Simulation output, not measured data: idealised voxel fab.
Process module heading - voxel self aligned contacts
The cross-section shown here is cut; it is 275 nm wide and divided into square cells measuring 5 nm on a side.
Cross-section = grid of square cells, listed top down in bands; band = one or more rows.
Look at the band entry: it leads with the top's height and the bottom's height in nm. Then it lists the materials left to right, with a width in nm for each. The word "full width" on a single material says that material fills the band edge to edge. The word "air" is empty space.
A quick word on heights: they are counted from 0, and under that level the wafer as it came to us is one material throughout. The lowest band is different from the rest in having no bottom; it simply continues downward, written as in "0 and below".
Quick explanation for "30..40": the width changes in equal steps down the rows of cells, from the first number in the band's top row to the second number in its bottom row.
You'll sometimes find "nothing changed" written for a step, and that's the way of saying that nowhere in the cross-section did a cell change during that step.
The entry titled "Sealed-off cavities" provides the empty spaces that have no open way to the top, restricted to those of 8 cells or more. Each is presented as width x height at distance, the distance being measured from the left edge, with all three in nm.
Whatever follows a step's settings on its line is a remark the simulator itself makes about that step.
"overlay nm" on a masked step: distance the mask lay right of its planned place, negative for left.
The planned process steps are enumerated hereunder:
| 1 | RECEIVE, material Si |
| 2 | OXIDIZE, depth nm 5 |
| 3 | DIRECTIONAL_DEP, material polySi, thk nm 30 |
| 4 | DIRECTIONAL_DEP, material SiN, thk nm 20 |
| 5 | PATTERN, tone cover, mask id GATE, material resist, width nm 35, pitch nm 70, thk nm 20, overlay nm 0 |
| 6 | DIRECTIONAL_ETCH, etch materials SiN, depth nm 20 |
| 7 | DIRECTIONAL_ETCH, etch materials polySi, depth nm 30 |
| 8 | STRIP, etch materials resist |
| 9 | CONFORMAL_DEP, material SiN, thk nm 5 |
| 10 | DIRECTIONAL_ETCH, etch materials SiN, depth nm 5 |
| 11 | FILL_DEP, material SiO2, thk nm 15 |
| 12 | CMP, height nm 60 |
| 13 | PATTERN, tone open, mask id CONTACT, material resist, width nm 55, pitch nm 70, thk nm 20, overlay nm -15 |
| 14 | DIRECTIONAL_ETCH, etch materials SiO2, depth nm 65 |
| 15 | STRIP, etch materials resist |
| 16 | CONFORMAL_DEP, material TiN, thk nm 5 |
| 17 | FILL_DEP, material W, thk nm 5 |
| 18 | CMP, height nm 60 |
| 19 | CONFORMAL_DEP, material SiN, thk nm 5 |
Same starting wafers, different overlay nm at step 13. Plan value belongs to the first wafer.
Cut through the first of several wafers as received, post step 1:
- 0 and below = Si full width
- Sealed-off cavities: none
Table: wafers, a row each; end-of-module cell change per material since receipt, gain (+), loss (-); then closed voids:
overlay nm -15, -55 Si, +199 SiN, +291 SiO2, +70 TiN, +84 W, +126 polySi, Sealed-off cavities: none
overlay nm -10, -55 Si, +199 SiN, +291 SiO2, +70 TiN, +84 W, +126 polySi, Sealed-off cavities: none
overlay nm -5, -55 Si, +199 SiN, +291 SiO2, +70 TiN, +84 W, +126 polySi, Sealed-off cavities: none
overlay nm 0, -55 Si, +199 SiN, +291 SiO2, +70 TiN, +84 W, +126 polySi, Sealed-off cavities: none
overlay nm 5, -55 Si, +199 SiN, +291 SiO2, +70 TiN, +84 W, +126 polySi, Sealed-off cavities: none
overlay nm 10, -55 Si, +199 SiN, +291 SiO2, +70 TiN, +84 W, +126 polySi, Sealed-off cavities: none
overlay nm 15, -55 Si, +199 SiN, +291 SiO2, +70 TiN, +84 W, +126 polySi, Sealed-off cavities: none
